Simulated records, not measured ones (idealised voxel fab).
The following is a process module called voxel trench capacitor.
The width of the displayed cross-section, cut, is 225 nm; its cells are square, with a size of 5 nm.
Reading order for cross-sections: top band down to bottom band. Underlying form: a grid of square cells. Band size: one or more rows of cells. Per band: top height and bottom height in nm, followed by the left-to-right materials and their widths in nm; "everywhere" marks a single material spanning edge to edge, "blank" marks empty space. For the purposes of this specification, 0 denotes the height below which the wafer in its as-received condition is composed wholly of one material, and the lowermost band, lacking a lower limit, extends downward without end, as expressed in "top 0, no bottom". Read "30..40" as a graded width: first number on top, second number at the bottom, same change between each pair of neighbouring rows. What does "left unchanged" mean for a step? It means no cell of the cross-section changed in that step. "Completely enclosed voids" means: voids of 8 cells or more that are shut off from the top with no open way through. Written width x height at distance, distance from the left edge, in nm. What comes after the settings on a step's line is commentary from the simulator itself on that step. When a step includes a mask, the "overlay nm" setting on its line states how far to the right of its planned place that mask lay, and negative values state how far to the left.

Process steps foreseen in the plan
1 RECEIVE,material Si
2 CONFORMAL_DEP,material SiN,thk nm 10
3 DIRECTIONAL_DEP,material aC,thk nm 15
4 PATTERN,tone open,mask id TRENCH,material resist,width nm 15,pitch nm 50,thk nm 30,overlay nm 0
5 DIRECTIONAL_ETCH,etch materials aC,depth nm 15
6 STRIP,etch materials resist
7 DIRECTIONAL_ETCH,etch materials SiN,depth nm 10
8 DIRECTIONAL_ETCH,etch materials Si,depth nm 25
9 STRIP,etch materials aC
10 CONFORMAL_DEP,material HfO2,thk nm 5
11 CONFORMAL_DEP,material TiN,thk nm 5
12 FILL_DEP,material W,thk nm 5
13 CMP,height nm 10
Wafer-to-wafer difference: width nm, step 4. Common start. Plan = first wafer's value.

After step 1, as received: first of several wafers, cross-section
> top 0, no bottom: Si everywhere
> Completely enclosed voids: none

Heads up, this table goes wafer by wafer. A row tells you, at the end of the module, how many cells of each material that wafer has put on (+) or dropped (-) since it was received, and then its closed voids
width nm 15, +60 HfO2, -60 Si, +66 SiN, +24 TiN, Completely enclosed voids: none
width nm 20, +64 HfO2, -80 Si, +58 SiN, +48 TiN, Completely enclosed voids: none
width nm 25, +68 HfO2, -100 Si, +50 SiN, +52 TiN, +20 W, Completely enclosed voids: none
width nm 30, +72 HfO2, -120 Si, +42 SiN, +56 TiN, +40 W, Completely enclosed voids: none
width nm 35, +76 HfO2, -140 Si, +34 SiN, +60 TiN, +60 W, Completely enclosed voids: none
